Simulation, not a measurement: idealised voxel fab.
process module | voxel self aligned contacts
Displayed cross-section: cut, width of 145 nm, square cells sized 5 nm.
A cross-section is written here as square cells arranged in a grid, and it is given in bands from the top down, each band taking up one or more rows of cells. Heads up on the band format: heights come first, top then bottom, in nm. After that it's the materials left to right, each with its width in nm. A single material flagged "full width" fills the whole band edge to edge, and "air" means there's empty space there. The reference from which all heights are counted is 0, the level beneath which the as-received wafer is entirely one material; the lowest band, having no lower bound, proceeds downward and is written after the example "0 -> down". So if you see something like "30..40" for the width, read it as the top row of the band sitting at the first number and the bottom row at the second, with every row in between moving by the same amount as the last. What does "remains unaltered" mean for a step? It means no cell of the cross-section changed in that step. "Sealed-off cavities": sealed empty spaces, 8 cells or more, no open way to top, listed width x height at distance, with distance from the left edge and width, height and distance in nm. after a step's settings: what the simulator itself notes on the step. Regarding "overlay nm": on a step with a mask, it is the distance the mask lay to the right of its planned place; a negative value places it to the left.

# This section lists the process steps that were planned
1) RECEIVE: material Si
2) CONFORMAL_DEP: material SiO2, thk nm 5
3) DIRECTIONAL_DEP: material polySi, thk nm 30
4) DIRECTIONAL_DEP: material SiN, thk nm 20
5) MASKED_ETCH: tone cover, mask id GATE, width nm 25, pitch nm 60, etch materials SiN, depth nm 20, overlay nm -15
6) MASKED_ETCH: tone cover, mask id GATE, width nm 25, pitch nm 60, etch materials polySi, depth nm 30, overlay nm 0
7) CONFORMAL_DEP: material SiN, thk nm 5
8) DIRECTIONAL_ETCH: etch materials SiN, depth nm 5
9) FILL_DEP: material SiO2, thk nm 20
10) CMP: height nm 65
11) DIRECTIONAL_DEP: material aC, thk nm 15
12) PATTERN: tone open, mask id CONTACT, material resist, width nm 45, thk nm 30, overlay nm 0
13) DIRECTIONAL_ETCH: etch materials aC, depth nm 15
14) STRIP: etch materials resist
15) DIRECTIONAL_ETCH: etch materials SiO2, depth nm 65
16) STRIP: etch materials aC
17) CONFORMAL_DEP: material TiN, thk nm 5
18) FILL_DEP: material Ru, thk nm 5
19) CMP: height nm 65
20) CONFORMAL_DEP: material SiN, thk nm 5
For clarity, it should be stated that the wafers under discussion commence in an identical condition and differ with respect to the overlay nm of step 5, the plan indicating the value that the first wafer had.

# Sectional view: first of several wafers, as received, after step 1
  0 -> down  Si full width
  Sealed-off cavities: none

# End of module: cross-section of the first of several wafers after step 20, the last step
  70 -> 65  SiN full width
  65 -> 55  SiO2: 50, then TiN: 5, then Ru: 35..10, then TiN: 5..30, then SiO2: 50
  55 -> 40  SiO2: 10, then SiN: 35, then SiO2: 5, then TiN: 5, then Ru: 10, then TiN: 5, then SiN: 35, then SiO2: 40
  40 -> 35  SiO2: 10, then SiN: 35, then SiO2: 5, then TiN: 20, then SiN: 35, then SiO2: 40
  35 -> 5  SiO2: 10, then SiN: 5, then polySi: 40, then SiN: 5, then TiN: 10, then SiN: 5, then polySi: 40, then SiN: 5, then SiO2: 25
  5 -> 0  SiO2: 60, then TiN: 10, then SiO2: 75
  0 -> down  Si full width
  Sealed-off cavities: none

# Cross-sectional view of the final wafer of several at the module's end
  70 -> 65  SiN full width
  65 -> 55  SiO2: 50, then TiN: 5..30, then Ru: 35..10, then TiN: 5, then SiO2: 50
  55 -> 40  SiO2: 40, then SiN: 35, then TiN: 5, then Ru: 10, then TiN: 5, then SiO2: 5, then SiN: 35, then SiO2: 10
  40 -> 35  SiO2: 40, then SiN: 35, then TiN: 20, then SiO2: 5, then SiN: 35, then SiO2: 10
  35 -> 5  SiO2: 25, then SiN: 5, then polySi: 40, then SiN: 5, then TiN: 10, then SiN: 5, then polySi: 40, then SiN: 5, then SiO2: 10
  5 -> 0  SiO2: 75, then TiN: 10, then SiO2: 60
  0 -> down  Si full width
  Sealed-off cavities: none

# Every row in this table is a wafer at the end of the module, and it gives, for each of the materials, the cells that wafer has gained (+) or lost (-) since it was received, then its closed voids
overlay nm -15, +15 Ru, +109 SiN, +153 SiO2, +33 TiN, +96 polySi, Sealed-off cavities: none
overlay nm -10, +26 Ru, +109 SiN, +154 SiO2, +33 TiN, +84 polySi, Sealed-off cavities: none
overlay nm -5, +33 Ru, +109 SiN, +159 SiO2, +33 TiN, +72 polySi, Sealed-off cavities: none
overlay nm 0, +40 Ru, +109 SiN, +164 SiO2, +33 TiN, +60 polySi, Sealed-off cavities: none
overlay nm 5, +33 Ru, +109 SiN, +159 SiO2, +33 TiN, +72 polySi, Sealed-off cavities: none
overlay nm 10, +26 Ru, +109 SiN, +154 SiO2, +33 TiN, +84 polySi, Sealed-off cavities: none
overlay nm 15, +15 Ru, +109 SiN, +153 SiO2, +33 TiN, +96 polySi, Sealed-off cavities: none
